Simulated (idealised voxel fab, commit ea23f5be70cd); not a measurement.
This is a process module. Its name is voxel self aligned contacts.
Square cells of 5 nm make up the cross-section cut, whose width is 185 nm.
Cross-section format: a grid of square cells, given as bands from top to bottom; each band is one or more rows of cells. It is stipulated that each band's entry specify, in nanometres, the height of the top of the band and then that of its bottom, followed by the materials of the band in left-to-right sequence, each together with its width in nanometres. A single material marked by the word "throughout" is understood to fill the band from edge to edge; the word "air" is understood to denote empty space. Below 0: as-received wafer, all one material; heights counted from there. Lowest band: no bottom, goes on down, written "0 and below". Width spec "30 to 40" -> top row of cells at first value, bottom row at second value, equal per-row change in between. When a step is marked "no change occurred", none of the cells in the cross-section changed during that step. Reported under the label "Completely enclosed voids" are the empty spaces having no open way to the top and comprising 8 cells or more; the notation for each is width x height at distance, in which the distance is measured from the left edge and all three values are in nm. Step line, after settings: the simulator's comment on this step. overlay nm: mask right of planned place by this much (step with mask). Neg. = left.

THE PROCESS STEPS THAT WERE PLANNED ARE LISTED BELOW
1) RECEIVE | material Si
2) CONFORMAL_DEP | material SiO2 | thk nm 5
3) DIRECTIONAL_DEP | material polySi | thk nm 30
4) DIRECTIONAL_DEP | material SiN | thk nm 20
5) PATTERN | tone cover | mask id GATE | material resist | width nm 25 | pitch nm 60 | thk nm 20 | overlay nm 0
6) DIRECTIONAL_ETCH | etch materials SiN | depth nm 20
7) DIRECTIONAL_ETCH | etch materials polySi | depth nm 30
8) STRIP | etch materials resist
9) CONFORMAL_DEP | material SiN | thk nm 10
10) DIRECTIONAL_ETCH | etch materials SiN | depth nm 10
11) FILL_DEP | material SiO2 | thk nm 20
12) CMP | height nm 65
13) PATTERN | tone open | mask id CONTACT | material resist | width nm 45 | thk nm 15 | overlay nm 0
14) DIRECTIONAL_ETCH | etch materials SiO2 | depth nm 65
15) STRIP | etch materials resist
16) CONFORMAL_DEP | material TiN | thk nm 5
17) FILL_DEP | material W | thk nm 5
18) CMP | height nm 65
19) CONFORMAL_DEP | material SiCN | thk nm 5

WHAT FOLLOWS COVERS THE FIRST OF TWO WAFERS; IT RAN AS PLANNED

AS-RECEIVED STATE OF THE WAFER IN CROSS-SECTION, EQUIVALENT TO POST-STEP 1
    0 and below = Si throughout
    Completely enclosed voids: none

CROSS-SECTION OF THE WAFER SUBSEQUENT TO STEP 2
    5 down to 0 = SiO2 throughout
    below 0: unchanged

CROSS-SECTION OF THE WAFER SUBSEQUENT TO STEP 3
    35 down to 5 = polySi throughout
    below 5: unchanged

CROSS-SECTION OF THE WAFER SUBSEQUENT TO STEP 4
    55 down to 35 = SiN throughout
    below 35: unchanged

CROSS-SECTION OF THE WAFER SUBSEQUENT TO STEP 5
    75 down to 55 = air=50; resist=25; air=35; resist=25; air=50
    below 55: unchanged

CROSS-SECTION OF THE WAFER SUBSEQUENT TO STEP 6
    75 down to 55 = air=50; resist=25; air=35; resist=25; air=50
    55 down to 35 = air=50; SiN=25; air=35; SiN=25; air=50
    below 35: unchanged

CROSS-SECTION OF THE WAFER SUBSEQUENT TO STEP 7
    75 down to 55 = air=50; resist=25; air=35; resist=25; air=50
    55 down to 35 = air=50; SiN=25; air=35; SiN=25; air=50
    35 down to 5 = air=50; polySi=25; air=35; polySi=25; air=50
    below 5: unchanged

CROSS-SECTION OF THE WAFER SUBSEQUENT TO STEP 8
    55 down to 35 = air=50; SiN=25; air=35; SiN=25; air=50
    below 35: unchanged

CROSS-SECTION OF THE WAFER SUBSEQUENT TO STEP 9
    65 down to 35 = air=40; SiN=45; air=15; SiN=45; air=40
    35 down to 15 = air=40; SiN=10; polySi=25; SiN=10; air=15; SiN=10; polySi=25; SiN=10; air=40
    15 down to 5 = SiN=50; polySi=25; SiN=35; polySi=25; SiN=50
    below 5: unchanged

CROSS-SECTION OF THE WAFER SUBSEQUENT TO STEP 10
    55 down to 35 = air=40; SiN=45; air=15; SiN=45; air=40
    35 down to 5 = air=40; SiN=10; polySi=25; SiN=10; air=15; SiN=10; polySi=25; SiN=10; air=40
    below 5: unchanged

CROSS-SECTION OF THE WAFER SUBSEQUENT TO STEP 11
    75 down to 55 = SiO2 throughout
    55 down to 35 = SiO2=40; SiN=45; SiO2=15; SiN=45; SiO2=40
    35 down to 5 = SiO2=40; SiN=10; polySi=25; SiN=10; SiO2=15; SiN=10; polySi=25; SiN=10; SiO2=40
    below 5: unchanged

CROSS-SECTION OF THE WAFER SUBSEQUENT TO STEP 12
    65 down to 55 = SiO2 throughout
    below 55: unchanged

CROSS-SECTION OF THE WAFER SUBSEQUENT TO STEP 13
    80 down to 65 = resist=70; air=45; resist=70
    below 65: unchanged

CROSS-SECTION OF THE WAFER SUBSEQUENT TO STEP 14
    80 down to 65 = resist=70; air=45; resist=70
    65 down to 55 = SiO2=70; air=45; SiO2=70
    55 down to 35 = SiO2=40; SiN=45; air=15; SiN=45; SiO2=40
    35 down to 5 = SiO2=40; SiN=10; polySi=25; SiN=10; air=15; SiN=10; polySi=25; SiN=10; SiO2=40
    5 down to 0 = SiO2=85; air=15; SiO2=85
    below 0: unchanged

CROSS-SECTION OF THE WAFER SUBSEQUENT TO STEP 15
    65 down to 55 = SiO2=70; air=45; SiO2=70
    below 55: unchanged

CROSS-SECTION OF THE WAFER SUBSEQUENT TO STEP 16
    70 down to 65 = TiN=75; air=35; TiN=75
    65 down to 55 = SiO2=70; TiN=5 to 20; air=35 to 5; TiN=5 to 20; SiO2=70
    55 down to 35 = SiO2=40; SiN=45; TiN=5; air=5; TiN=5; SiN=45; SiO2=40
    35 down to 5 = SiO2=40; SiN=10; polySi=25; SiN=10; TiN=5; air=5; TiN=5; SiN=10; polySi=25; SiN=10; SiO2=40
    5 down to 0 = SiO2=85; TiN=15; SiO2=85
    below 0: unchanged

CROSS-SECTION OF THE WAFER SUBSEQUENT TO STEP 17
    75 down to 70 = W throughout
    70 down to 65 = TiN=75; W=35; TiN=75
    65 down to 55 = SiO2=70; TiN=5 to 20; W=35 to 5; TiN=5 to 20; SiO2=70
    55 down to 35 = SiO2=40; SiN=45; TiN=5; W=5; TiN=5; SiN=45; SiO2=40
    35 down to 5 = SiO2=40; SiN=10; polySi=25; SiN=10; TiN=5; W=5; TiN=5; SiN=10; polySi=25; SiN=10; SiO2=40
    below 5: unchanged

CROSS-SECTION OF THE WAFER SUBSEQUENT TO STEP 18
    65 down to 55 = SiO2=70; TiN=5 to 20; W=35 to 5; TiN=5 to 20; SiO2=70
    below 55: unchanged

CROSS-SECTION OF THE WAFER SUBSEQUENT TO STEP 19
    70 down to 65 = SiCN throughout
    below 65: unchanged

REGARDING THE SECOND OF THE TWO WAFERS: IT SHARED THE FIRST WAFER'S STARTING CONDITION AND PROCESS PLAN, YET ONE ERROR OCCURRED DURING ITS EXECUTION. ITS HISTORY COINCIDES WITH THAT OF THE FIRST WAFER UP TO AND INCLUDING STEP 12

CROSS-SECTION OF THE SECOND WAFER CORRESPONDING TO THE PLANNED CONCLUSION OF STEP 13
    80 down to 65 = air=70; resist=45; air=70
    below 65: unchanged

CROSS-SECTION OF THE SECOND WAFER CORRESPONDING TO THE PLANNED CONCLUSION OF STEP 14
    80 down to 65 = air=70; resist=45; air=70
    65 down to 55 = air=70; SiO2=45; air=70
    55 down to 35 = air=40; SiN=45; SiO2=15; SiN=45; air=40
    35 down to 5 = air=40; SiN=10; polySi=25; SiN=10; SiO2=15; SiN=10; polySi=25; SiN=10; air=40
    5 down to 0 = air=40; SiO2=105; air=40
    below 0: unchanged

CROSS-SECTION OF THE SECOND WAFER CORRESPONDING TO THE PLANNED CONCLUSION OF STEP 15
    65 down to 55 = air=70; SiO2=45; air=70
    below 55: unchanged

CROSS-SECTION OF THE SECOND WAFER CORRESPONDING TO THE PLANNED CONCLUSION OF STEP 16
    70 down to 65 = air=65; TiN=55; air=65
    65 down to 55 = air=65 to 35; TiN=5 to 35; SiO2=45; TiN=5 to 35; air=65 to 35
    55 down to 35 = air=35; TiN=5; SiN=45; SiO2=15; SiN=45; TiN=5; air=35
    35 down to 5 = air=35; TiN=5; SiN=10; polySi=25; SiN=10; SiO2=15; SiN=10; polySi=25; SiN=10; TiN=5; air=35
    5 down to 0 = TiN=40; SiO2=105; TiN=40
    below 0: unchanged

CROSS-SECTION OF THE SECOND WAFER CORRESPONDING TO THE PLANNED CONCLUSION OF STEP 17
    75 down to 70 = W throughout
    70 down to 65 = W=65; TiN=55; W=65
    65 down to 55 = W=65 to 35; TiN=5 to 35; SiO2=45; TiN=5 to 35; W=65 to 35
    55 down to 35 = W=35; TiN=5; SiN=45; SiO2=15; SiN=45; TiN=5; W=35
    35 down to 5 = W=35; TiN=5; SiN=10; polySi=25; SiN=10; SiO2=15; SiN=10; polySi=25; SiN=10; TiN=5; W=35
    below 5: unchanged

CROSS-SECTION OF THE SECOND WAFER CORRESPONDING TO THE PLANNED CONCLUSION OF STEP 18
    65 down to 55 = W=65 to 35; TiN=5 to 35; SiO2=45; TiN=5 to 35; W=65 to 35
    below 55: unchanged

CROSS-SECTION OF THE SECOND WAFER CORRESPONDING TO THE PLANNED CONCLUSION OF STEP 19
    70 down to 65 = SiCN throughout
    below 65: unchanged
Misprocessing identified: step 13 did not happen as planned, as run it was PATTERN | tone cover | mask id CONTACT | material resist | width nm 45 | thk nm 15 | overlay nm 0
Final cells, second wafer relative to first, materials higher or lower: SiO2: 181 fewer; TiN: 19 more; W: 162 more
